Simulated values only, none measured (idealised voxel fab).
process module | voxel trench capacitor
cross-section cut | 295 nm wide | cells 5 nm
A cross-section is a grid of square cells, given in bands from the top down. A band is one or more rows of cells.
Each band's line starts with the height of the band's top and of its bottom, in nm. Then come its materials from left to right, each with its width in nm. One material with "throughout" fills the band from edge to edge. "air" is empty space.
Height 0 is the level under which the wafer as received is all one material. The lowest band goes on downwards, as in "0 down".
A width such as "30 to 40" changes by the same amount from each row of cells to the next, from the band's top row to its bottom row.
"no change" after a step means that no cell of the cross-section changed.
closed voids: empty space of 8 cells or more with no open way to the top, each as width x height at its distance from the left edge, in nm
after a step's settings: what the simulator itself notes on the step
overlay nm, on a step with a mask: how far to the right of its planned place the mask lay; to the left if negative
plan
1 op RECEIVE | material Si
2 op CONFORMAL_DEP | material SiN | thk nm 10
3 op PATTERN | tone open | mask id TRENCH | material resist | width nm 15 | pitch nm 35 | thk nm 20 | overlay nm -15
4 op DIRECTIONAL_ETCH | etch materials SiN | depth nm 10
5 op DIRECTIONAL_ETCH | etch materials Si | depth nm 25
6 op STRIP | etch materials resist
7 op CONFORMAL_DEP | material Al2O3 | thk nm 5
8 op FILL_DEP | material polySi | thk nm 5
9 op CMP | height nm 10
varied across the wafers: overlay nm of step 3. The plan shows the first wafer's value. All wafers start alike
first wafer as received, after step 1
  0 down: Si throughout
  closed voids: none
each wafer at the end: cells of each material gained (+) or lost (-) since it was received, then its closed voids
overlay nm -15 | +45 Al2O3 | -45 Si | +100 SiN | +18 polySi | closed voids: none
overlay nm -10 | +45 Al2O3 | -45 Si | +100 SiN | +18 polySi | closed voids: none
overlay nm -5 | +45 Al2O3 | -45 Si | +100 SiN | +18 polySi | closed voids: none
overlay nm 0 | +45 Al2O3 | -45 Si | +100 SiN | +18 polySi | closed voids: none
overlay nm 5 | +45 Al2O3 | -45 Si | +100 SiN | +18 polySi | closed voids: none
overlay nm 10 | +45 Al2O3 | -45 Si | +100 SiN | +18 polySi | closed voids: none
overlay nm 15 | +45 Al2O3 | -45 Si | +100 SiN | +18 polySi | closed voids: none
